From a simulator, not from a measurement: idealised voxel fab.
The process module presented herein is designated voxel transistor to metal.
Cross-sectional view cut (width: 265 nm; square cell size: 5 nm).
How to read a cross-section here: the picture is a grid of square cells, written as bands going from the top down, and any band can span one or more rows of cells. In this notation a band is specified by the heights of its top and bottom, in that order and in nm, after which its materials appear from left to right, each paired with its width in nm. The word "full width" attached to a single material means that material fills the band from edge to edge; the word "air" stands for empty space. Counting heights begins at 0, where everything beneath is, in the wafer as received, one material. The lowest band has no bottom; it goes on downwards, as "from 0 down" shows. The two numbers in a width such as "30 to 40" mark its ends across the band: the first belongs to the top row of cells, the second to the bottom row, and from each row to the next the width moves by the same amount. Any step labelled "no change occurred" changed none of the cells in the cross-section. Look at "Closed void register" for the closed voids: empty spaces with no open path to the top, sized 8 cells or up. Each is width x height at distance, distance from the left edge, all nm. Past the settings on a step's line: simulator remark, on that step. When a step includes a mask, the "overlay nm" setting on its line states how far to the right of its planned place that mask lay, and negative values state how far to the left.
-- Listed below are the process steps as planned
- 1: RECEIVE [material Si]
- 2: OXIDIZE [depth nm 5]
- 3: CONFORMAL_DEP [material SiN] [thk nm 10]
- 4: DIRECTIONAL_DEP [material aC] [thk nm 15]
- 5: PATTERN [tone cover] [mask id ACTIVE] [material resist] [width nm 95] [pitch nm 120] [thk nm 30] [overlay nm 0]
- 6: DIRECTIONAL_ETCH [etch materials aC] [depth nm 15]
- 7: STRIP [etch materials resist]
- 8: DIRECTIONAL_ETCH [etch materials SiN] [depth nm 10]
- 9: DIRECTIONAL_ETCH [etch materials SiO2] [depth nm 5]
- 10: DIRECTIONAL_ETCH [etch materials Si] [depth nm 25]
- 11: STRIP [etch materials aC]
- 12: FILL_DEP [material SiO2] [thk nm 10]
- 13: CMP [height nm 10]
- 14: SELECTIVE_ETCH [etch materials SiO2] [depth nm 10]
- 15: STRIP [etch materials SiN]
- 16: SELECTIVE_ETCH [etch materials SiO2] [depth nm 5]
- 17: OXIDIZE [depth nm 5]
- 18: DIRECTIONAL_DEP [material polySi] [thk nm 30]
- 19: DIRECTIONAL_DEP [material SiCN] [thk nm 15]
- 20: PATTERN [tone cover] [mask id GATE] [material resist] [width nm 25] [pitch nm 120] [thk nm 20] [overlay nm 0]
- 21: DIRECTIONAL_ETCH [etch materials SiCN] [depth nm 25]
- 22: DIRECTIONAL_ETCH [etch materials polySi] [depth nm 40]
- 23: STRIP [etch materials resist]
- 24: CONFORMAL_DEP [material SiN] [thk nm 10]
- 25: DIRECTIONAL_ETCH [etch materials SiN] [depth nm 10]
- 26: DIRECTIONAL_ETCH [etch materials SiO2] [depth nm 5]
- 27: DIRECTIONAL_ETCH [etch materials Si] [depth nm 10]
- 28: EPI [material pSi] [thk nm 15]
- 29: FILL_DEP [material SiO2] [thk nm 10]
- 30: CMP [height nm 40]
- 31: DIRECTIONAL_DEP [material SiO2] [thk nm 15]
- 32: PATTERN [tone open] [mask id CONTACT] [material resist] [width nm 25] [pitch nm 60] [thk nm 15] [overlay nm 0]
- 33: DIRECTIONAL_ETCH [etch materials SiO2] [depth nm 60]
- 34: STRIP [etch materials resist]
- 35: CONFORMAL_DEP [material TiN] [thk nm 5]
- 36: FILL_DEP [material W] [thk nm 5]
- 37: CMP [height nm 55]
- 38: CONFORMAL_DEP [material SiN] [thk nm 5]
- 39: DIRECTIONAL_DEP [material lowk] [thk nm 10]
- 40: PATTERN [tone open] [mask id METAL_1] [material resist] [width nm 15] [thk nm 20] [overlay nm 0]
- 41: DIRECTIONAL_ETCH [etch materials lowk] [depth nm 20]
- 42: DIRECTIONAL_ETCH [etch materials SiN] [depth nm 5]
- 43: STRIP [etch materials resist]
- 44: CONFORMAL_DEP [material TiN] [thk nm 5]
- 45: FILL_DEP [material W] [thk nm 10]
- 46: CMP [height nm 80]
- 47: CONFORMAL_DEP [material SiCN] [thk nm 5]
- 48: DIRECTIONAL_DEP [material SiO2] [thk nm 30]
- 49: MASKED_ETCH [tone open] [mask id METAL_2] [width nm 15] [pitch nm 120] [etch materials SiO2] [depth nm 20] [overlay nm 0]
- 50: DIRECTIONAL_DEP [material aC] [thk nm 10]
- 51: PATTERN [tone open] [mask id METAL_2_HOLES] [material resist] [width nm 15] [pitch nm 120] [thk nm 30] [overlay nm 0]
- 52: DIRECTIONAL_ETCH [etch materials aC] [depth nm 10]
- 53: STRIP [etch materials resist]
- 54: DIRECTIONAL_ETCH [etch materials SiO2] [depth nm 10]
- 55: DIRECTIONAL_ETCH [etch materials SiCN] [depth nm 5]
- 56: STRIP [etch materials aC]
- 57: CONFORMAL_DEP [material TiN] [thk nm 5]
- 58: FILL_DEP [material Cu] [thk nm 10]
- 59: CMP [height nm 115]
- 60: CONFORMAL_DEP [material SiN] [thk nm 5]
The thk nm used in step 39 is not the same on every wafer, whereas the starting condition is; the value printed in the plan is the first wafer's.
-- first wafer as received, after step 1
- from 0 down | Si full width
- Closed void register: none
-- Module end state after final step 60: cross-section of the first of several wafers
- from 120 to 115 | SiN full width
- from 115 to 85 | SiO2 30  TiN 5  Cu 5  TiN 5  SiO2 105  TiN 5  Cu 5  TiN 5  SiO2 100
- from 85 to 80 | SiCN 30  TiN 15  SiCN 105  TiN 15  SiCN 100
- from 80 to 75 | W full width
- from 75 to 70 | TiN 35  W 5  TiN 65  W 5  TiN 45  W 5  TiN 65  W 5  TiN 35
- from 70 to 60 | lowk 30  TiN 5  W 5  TiN 5  lowk 55  TiN 5  W 5  TiN 5  lowk 35  TiN 5  W 5  TiN 5  lowk 55  TiN 5  W 5  TiN 5  lowk 30
- from 60 to 55 | SiN 30  TiN 15  SiN 55  TiN 15  SiN 35  TiN 15  SiN 55  TiN 15  SiN 30
- from 55 to 45 | SiO2 30  TiN 5  W 15  TiN 5  SiO2 35  TiN 5  W 15  TiN 5  SiO2 35  TiN 5  W 15  TiN 5  SiO2 35  TiN 5  W 15  TiN 5  SiO2 30
- from 45 to 40 | SiO2 30  TiN 5  W 10  TiN 10  SiO2 35  TiN 10  W 10  TiN 5  SiO2 35  TiN 5  W 10  TiN 10  SiO2 35  TiN 10  W 10  TiN 5  SiO2 30
- from 40 to 25 | SiO2 30  TiN 5  W 10  TiN 5  SiN 10  SiCN 25  SiN 10  TiN 5  W 10  TiN 5  SiO2 35  TiN 5  W 10  TiN 5  SiN 10  SiCN 25  SiN 10  TiN 5  W 10  TiN 5  SiO2 30
- from 25 to 10 | SiO2 30  TiN 5  W 10  TiN 5  SiN 10  polySi 25  SiN 10  TiN 5  W 10  TiN 5  SiO2 35  TiN 5  W 10  TiN 5  SiN 10  polySi 25  SiN 10  TiN 5  W 10  TiN 5  SiO2 30
- from 10 to 5 | SiO2 30  TiN 20  SiN 10  polySi 25  SiN 10  TiN 20  SiO2 35  TiN 20  SiN 10  polySi 25  SiN 10  TiN 20  SiO2 30
- from 5 to -5 | SiO2 30  TiN 5  pSi 15  SiN 10  polySi 25  SiN 10  pSi 15  TiN 5  SiO2 35  TiN 5  pSi 15  SiN 10  polySi 25  SiN 10  pSi 15  TiN 5  SiO2 30
- from -5 to -10 | SiO2 20  pSi 30  SiO2 45  pSi 30  SiO2 15  pSi 30  SiO2 45  pSi 30  SiO2 20
- from -10 to -20 | SiO2 25  pSi 25  Si 45  pSi 25  SiO2 25  pSi 25  Si 45  pSi 25  SiO2 25
- from -20 to -30 | SiO2 25  Si 95  SiO2 25  Si 95  SiO2 25
- from -30 down | Si full width
- Closed void register: none
-- So this is the cross-section on the last wafer at the end of the module
- from 120 to 115 | SiN full width
- from 115 to 85 | SiO2 30  TiN 5  Cu 5  TiN 5  SiO2 105  TiN 5  Cu 5  TiN 5  SiO2 100
- from 85 to 80 | SiCN 30  TiN 15  SiCN 105  TiN 15  SiCN 100
- from 80 to 75 | lowk 30  TiN 15  lowk 55  TiN 15  lowk 35  TiN 15  lowk 55  TiN 15  lowk 30
- from 75 to 60 | lowk full width
- from 60 to 55 | SiN full width
- from 55 to 45 | SiO2 30  TiN 5  W 15  TiN 5  SiO2 35  TiN 5  W 15  TiN 5  SiO2 35  TiN 5  W 15  TiN 5  SiO2 35  TiN 5  W 15  TiN 5  SiO2 30
- from 45 to 40 | SiO2 30  TiN 5  W 10  TiN 10  SiO2 35  TiN 10  W 10  TiN 5  SiO2 35  TiN 5  W 10  TiN 10  SiO2 35  TiN 10  W 10  TiN 5  SiO2 30
- from 40 to 25 | SiO2 30  TiN 5  W 10  TiN 5  SiN 10  SiCN 25  SiN 10  TiN 5  W 10  TiN 5  SiO2 35  TiN 5  W 10  TiN 5  SiN 10  SiCN 25  SiN 10  TiN 5  W 10  TiN 5  SiO2 30
- from 25 to 10 | SiO2 30  TiN 5  W 10  TiN 5  SiN 10  polySi 25  SiN 10  TiN 5  W 10  TiN 5  SiO2 35  TiN 5  W 10  TiN 5  SiN 10  polySi 25  SiN 10  TiN 5  W 10  TiN 5  SiO2 30
- from 10 to 5 | SiO2 30  TiN 20  SiN 10  polySi 25  SiN 10  TiN 20  SiO2 35  TiN 20  SiN 10  polySi 25  SiN 10  TiN 20  SiO2 30
- from 5 to -5 | SiO2 30  TiN 5  pSi 15  SiN 10  polySi 25  SiN 10  pSi 15  TiN 5  SiO2 35  TiN 5  pSi 15  SiN 10  polySi 25  SiN 10  pSi 15  TiN 5  SiO2 30
- from -5 to -10 | SiO2 20  pSi 30  SiO2 45  pSi 30  SiO2 15  pSi 30  SiO2 45  pSi 30  SiO2 20
- from -10 to -20 | SiO2 25  pSi 25  Si 45  pSi 25  SiO2 25  pSi 25  Si 45  pSi 25  SiO2 25
- from -20 to -30 | SiO2 25  Si 95  SiO2 25  Si 95  SiO2 25
- from -30 down | Si full width
- Closed void register: none
-- Basically each wafer gets a line in the table, showing it at the end of the module: material by material, the cells it gained (+) or lost (-) since we got it, then its closed voids
thk nm 10 | +12 Cu | -206 Si | +77 SiCN | +166 SiN | +641 SiO2 | +207 TiN | +145 W | +82 lowk | +88 pSi | +60 polySi | Closed void register: none
thk nm 15 | +12 Cu | -206 Si | +77 SiCN | +166 SiN | +641 SiO2 | +215 TiN | +96 W | +123 lowk | +88 pSi | +60 polySi | Closed void register: none
thk nm 20 | +12 Cu | -206 Si | +77 SiCN | +166 SiN | +641 SiO2 | +174 TiN | +96 W | +164 lowk | +88 pSi | +60 polySi | Closed void register: none
thk nm 25 | +12 Cu | -206 Si | +77 SiCN | +178 SiN | +641 SiO2 | +158 TiN | +88 W | +176 lowk | +88 pSi | +60 polySi | Closed void register: none
thk nm 30 | +12 Cu | -206 Si | +77 SiCN | +178 SiN | +641 SiO2 | +150 TiN | +84 W | +188 lowk | +88 pSi | +60 polySi | Closed void register: none
thk nm 35 | +12 Cu | -206 Si | +77 SiCN | +178 SiN | +641 SiO2 | +142 TiN | +80 W | +200 lowk | +88 pSi | +60 polySi | Closed void register: none
